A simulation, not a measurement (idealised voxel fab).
Documented hereafter: the process module known as voxel self aligned vias.
The cross-section shown here is cut; it is 220 nm wide and divided into square cells measuring 5 nm on a side.
This document writes a cross-section as a grid whose cells are square, and gives it as bands, listed from the top down; one or more rows of cells form a band. Basically the band line says how high the top is and how high the bottom is, in nm, and then what's in it from left to right, every material with its width in nm. Empty space shows up as "empty", and if a single material carries "full width" it runs the full band edge to edge. A quick word on heights: they are counted from 0, and under that level the wafer as it came to us is one material throughout. The lowest band is different from the rest in having no bottom; it simply continues downward, written as in "0..down". Read "30->40" as a graded width: first number on top, second number at the bottom, same change between each pair of neighbouring rows. "no modifications" (step): cross-section cells unchanged, all of them. The entry titled "Enclosed cavity list" provides the empty spaces that have no open way to the top, restricted to those of 8 cells or more. Each is presented as width x height at distance, the distance being measured from the left edge, with all three in nm. Text after the settings on a step's line: the simulator's own remark on that step. When a step includes a mask, the "overlay nm" setting on its line states how far to the right of its planned place that mask lay, and negative values state how far to the left.

### Planned process steps
1. op RECEIVE | material Si
2. op CONFORMAL_DEP | material SiO2 | thk nm 10
3. op CONFORMAL_DEP | material SiCN | thk nm 5
4. op DIRECTIONAL_DEP | material SiO2 | thk nm 20
5. op MASKED_ETCH | tone open | mask id LINES | width nm 20 | pitch nm 65 | etch materials SiO2 | depth nm 20 | overlay nm 0
6. op CONFORMAL_DEP | material TiN | thk nm 5
7. op FILL_DEP | material Ru | thk nm 5
8. op CMP | height nm 35
9. op SELECTIVE_ETCH | etch materials W Ru TiN | depth nm 5
10. op FILL_DEP | material SiN | thk nm 5
11. op CMP | height nm 35
12. op DIRECTIONAL_DEP | material SiO2 | thk nm 20
13. op DIRECTIONAL_DEP | material aC | thk nm 15
14. op PATTERN | tone open | mask id VIAS | material resist | width nm 40 | pitch nm 130 | thk nm 35 | overlay nm 0
15. op DIRECTIONAL_ETCH | etch materials aC | depth nm 15
16. op STRIP | etch materials resist
17. op DIRECTIONAL_ETCH | etch materials SiO2 | depth nm 20
18. op DIRECTIONAL_ETCH | etch materials SiN | depth nm 5
19. op STRIP | etch materials aC
20. op CONFORMAL_DEP | material TiN | thk nm 5
21. op FILL_DEP | material Ru | thk nm 5
22. op CMP | height nm 55
23. op CONFORMAL_DEP | material SiN | thk nm 5

### First of two wafers, with the run carried out as planned

### Cross-section of the wafer as it came to us, i.e., already through step 1
> 0..down: Si full width
> Enclosed cavity list: none

### The wafer, seen in cross-section, after step 2
> 10..0: SiO2 full width
> Nothing below the height 0 has changed.

### The wafer, seen in cross-section, after step 3
> 15..10: SiCN full width
> Nothing below the height 10 has changed.

### The wafer, seen in cross-section, after step 4
> 35..15: SiO2 full width
> Nothing below the height 15 has changed.

### The wafer, seen in cross-section, after step 5
> 35..15: SiO2 35 nm, empty 20 nm, SiO2 45 nm, empty 20 nm, SiO2 45 nm, empty 20 nm, SiO2 35 nm
> Nothing below the height 15 has changed.

### The wafer, seen in cross-section, after step 6
> 40..35: TiN 40 nm, empty 10 nm, TiN 55 nm, empty 10 nm, TiN 55 nm, empty 10 nm, TiN 40 nm
> 35..20: SiO2 35 nm, TiN 5 nm, empty 10 nm, TiN 5 nm, SiO2 45 nm, TiN 5 nm, empty 10 nm, TiN 5 nm, SiO2 45 nm, TiN 5 nm, empty 10 nm, TiN 5 nm, SiO2 35 nm
> 20..15: SiO2 35 nm, TiN 20 nm, SiO2 45 nm, TiN 20 nm, SiO2 45 nm, TiN 20 nm, SiO2 35 nm
> Nothing below the height 15 has changed.

### The wafer, seen in cross-section, after step 7
> 45..40: Ru full width
> 40..35: TiN 40 nm, Ru 10 nm, TiN 55 nm, Ru 10 nm, TiN 55 nm, Ru 10 nm, TiN 40 nm
> 35..20: SiO2 35 nm, TiN 5 nm, Ru 10 nm, TiN 5 nm, SiO2 45 nm, TiN 5 nm, Ru 10 nm, TiN 5 nm, SiO2 45 nm, TiN 5 nm, Ru 10 nm, TiN 5 nm, SiO2 35 nm
> Nothing below the height 20 has changed.

### The wafer, seen in cross-section, after step 8
> 35..20: SiO2 35 nm, TiN 5 nm, Ru 10 nm, TiN 5 nm, SiO2 45 nm, TiN 5 nm, Ru 10 nm, TiN 5 nm, SiO2 45 nm, TiN 5 nm, Ru 10 nm, TiN 5 nm, SiO2 35 nm
> Nothing below the height 20 has changed.

### The wafer, seen in cross-section, after step 9
> 35..30: SiO2 35 nm, empty 20 nm, SiO2 45 nm, empty 20 nm, SiO2 45 nm, empty 20 nm, SiO2 35 nm
> Nothing below the height 30 has changed.

### The wafer, seen in cross-section, after step 10
> 40..35: SiN full width
> 35..30: SiO2 35 nm, SiN 20 nm, SiO2 45 nm, SiN 20 nm, SiO2 45 nm, SiN 20 nm, SiO2 35 nm
> Nothing below the height 30 has changed.

### The wafer, seen in cross-section, after step 11
> 35..30: SiO2 35 nm, SiN 20 nm, SiO2 45 nm, SiN 20 nm, SiO2 45 nm, SiN 20 nm, SiO2 35 nm
> Nothing below the height 30 has changed.

### The wafer, seen in cross-section, after step 12
> 55..35: SiO2 full width
> Nothing below the height 35 has changed.

### The wafer, seen in cross-section, after step 13
> 70..55: aC full width
> Nothing below the height 55 has changed.

### The wafer, seen in cross-section, after step 14
> 105..70: resist 25 nm, empty 40 nm, resist 90 nm, empty 40 nm, resist 25 nm
> Nothing below the height 70 has changed.

### The wafer, seen in cross-section, after step 15
> 90..70: resist 25 nm, empty 40 nm, resist 90 nm, empty 40 nm, resist 25 nm
> 70..55: aC 25 nm, empty 40 nm, aC 90 nm, empty 40 nm, aC 25 nm
> Nothing below the height 55 has changed.

### The wafer, seen in cross-section, after step 16
> 70..55: aC 25 nm, empty 40 nm, aC 90 nm, empty 40 nm, aC 25 nm
> Nothing below the height 55 has changed.

### The wafer, seen in cross-section, after step 17
> 70..55: aC 25 nm, empty 40 nm, aC 90 nm, empty 40 nm, aC 25 nm
> 55..35: SiO2 25 nm, empty 40 nm, SiO2 90 nm, empty 40 nm, SiO2 25 nm
> Nothing below the height 35 has changed.

### The wafer, seen in cross-section, after step 18
> 70..55: aC 25 nm, empty 40 nm, aC 90 nm, empty 40 nm, aC 25 nm
> 55..35: SiO2 25 nm, empty 40 nm, SiO2 90 nm, empty 40 nm, SiO2 25 nm
> 35..30: SiO2 35 nm, empty 20 nm, SiO2 45 nm, SiN 20 nm, SiO2 45 nm, empty 20 nm, SiO2 35 nm
> Nothing below the height 30 has changed.

### The wafer, seen in cross-section, after step 19
> 55..35: SiO2 25 nm, empty 40 nm, SiO2 90 nm, empty 40 nm, SiO2 25 nm
> Nothing below the height 35 has changed.

### The wafer, seen in cross-section, after step 20
> 60..55: TiN 30 nm, empty 30 nm, TiN 100 nm, empty 30 nm, TiN 30 nm
> 55..40: SiO2 25 nm, TiN 5 nm, empty 30 nm, TiN 5 nm, SiO2 90 nm, TiN 5 nm, empty 30 nm, TiN 5 nm, SiO2 25 nm
> 40..35: SiO2 25 nm, TiN 15 nm, empty 10 nm, TiN 15 nm, SiO2 90 nm, TiN 15 nm, empty 10 nm, TiN 15 nm, SiO2 25 nm
> 35..30: SiO2 35 nm, TiN 20 nm, SiO2 45 nm, SiN 20 nm, SiO2 45 nm, TiN 20 nm, SiO2 35 nm
> Nothing below the height 30 has changed.

### The wafer, seen in cross-section, after step 21
> 65..60: Ru full width
> 60..55: TiN 30 nm, Ru 30 nm, TiN 100 nm, Ru 30 nm, TiN 30 nm
> 55..40: SiO2 25 nm, TiN 5 nm, Ru 30 nm, TiN 5 nm, SiO2 90 nm, TiN 5 nm, Ru 30 nm, TiN 5 nm, SiO2 25 nm
> 40..35: SiO2 25 nm, TiN 15 nm, Ru 10 nm, TiN 15 nm, SiO2 90 nm, TiN 15 nm, Ru 10 nm, TiN 15 nm, SiO2 25 nm
> Nothing below the height 35 has changed.

### The wafer, seen in cross-section, after step 22
> 55..40: SiO2 25 nm, TiN 5 nm, Ru 30 nm, TiN 5 nm, SiO2 90 nm, TiN 5 nm, Ru 30 nm, TiN 5 nm, SiO2 25 nm
> Nothing below the height 40 has changed.

### The wafer, seen in cross-section, after step 23
> 60..55: SiN full width
> Nothing below the height 55 has changed.

### Companion wafer, the second of two: same beginning, same intended sequence, one mistake in carrying it out; through step 16 inclusive it tracks the first exactly

### Cross-section of the second wafer at the time step 17 of the plan should have ended
> 70..55: aC 25 nm, empty 40 nm, aC 90 nm, empty 40 nm, aC 25 nm
> 55..35: SiO2 25 nm, empty 40 nm, SiO2 90 nm, empty 40 nm, SiO2 25 nm
> 35..30: SiO2 25 nm, empty 10 nm, SiN 20 nm, empty 10 nm, SiO2 35 nm, SiN 20 nm, SiO2 35 nm, empty 10 nm, SiN 20 nm, empty 10 nm, SiO2 25 nm
> Nothing below the height 30 has changed.

### Cross-section of the second wafer at the time step 18 of the plan should have ended
> 70..55: aC 25 nm, empty 40 nm, aC 90 nm, empty 40 nm, aC 25 nm
> 55..35: SiO2 25 nm, empty 40 nm, SiO2 90 nm, empty 40 nm, SiO2 25 nm
> 35..30: SiO2 25 nm, empty 40 nm, SiO2 35 nm, SiN 20 nm, SiO2 35 nm, empty 40 nm, SiO2 25 nm
> Nothing below the height 30 has changed.

### Cross-section of the second wafer at the time step 19 of the plan should have ended
> 55..35: SiO2 25 nm, empty 40 nm, SiO2 90 nm, empty 40 nm, SiO2 25 nm
> Nothing below the height 35 has changed.

### Cross-section of the second wafer at the time step 20 of the plan should have ended
> 60..55: TiN 30 nm, empty 30 nm, TiN 100 nm, empty 30 nm, TiN 30 nm
> 55..35: SiO2 25 nm, TiN 5 nm, empty 30 nm, TiN 5 nm, SiO2 90 nm, TiN 5 nm, empty 30 nm, TiN 5 nm, SiO2 25 nm
> 35..30: SiO2 25 nm, TiN 40 nm, SiO2 35 nm, SiN 20 nm, SiO2 35 nm, TiN 40 nm, SiO2 25 nm
> Nothing below the height 30 has changed.

### Cross-section of the second wafer at the time step 21 of the plan should have ended
> 65..60: Ru full width
> 60..55: TiN 30 nm, Ru 30 nm, TiN 100 nm, Ru 30 nm, TiN 30 nm
> 55..35: SiO2 25 nm, TiN 5 nm, Ru 30 nm, TiN 5 nm, SiO2 90 nm, TiN 5 nm, Ru 30 nm, TiN 5 nm, SiO2 25 nm
> Nothing below the height 35 has changed.

### Cross-section of the second wafer at the time step 22 of the plan should have ended
> 55..35: SiO2 25 nm, TiN 5 nm, Ru 30 nm, TiN 5 nm, SiO2 90 nm, TiN 5 nm, Ru 30 nm, TiN 5 nm, SiO2 25 nm
> Nothing below the height 35 has changed.

### Cross-section of the second wafer at the time step 23 of the plan should have ended
> 60..55: SiN full width
> Nothing below the height 55 has changed.
Nonconformance to the process plan: step 17 did not use the planned setting and instead ran as op DIRECTIONAL_ETCH | etch materials SiO2 | depth nm 25
The closing comparison, in cells, has the second wafer with more or fewer of some materials than the first: +8 Ru, -8 SiO2
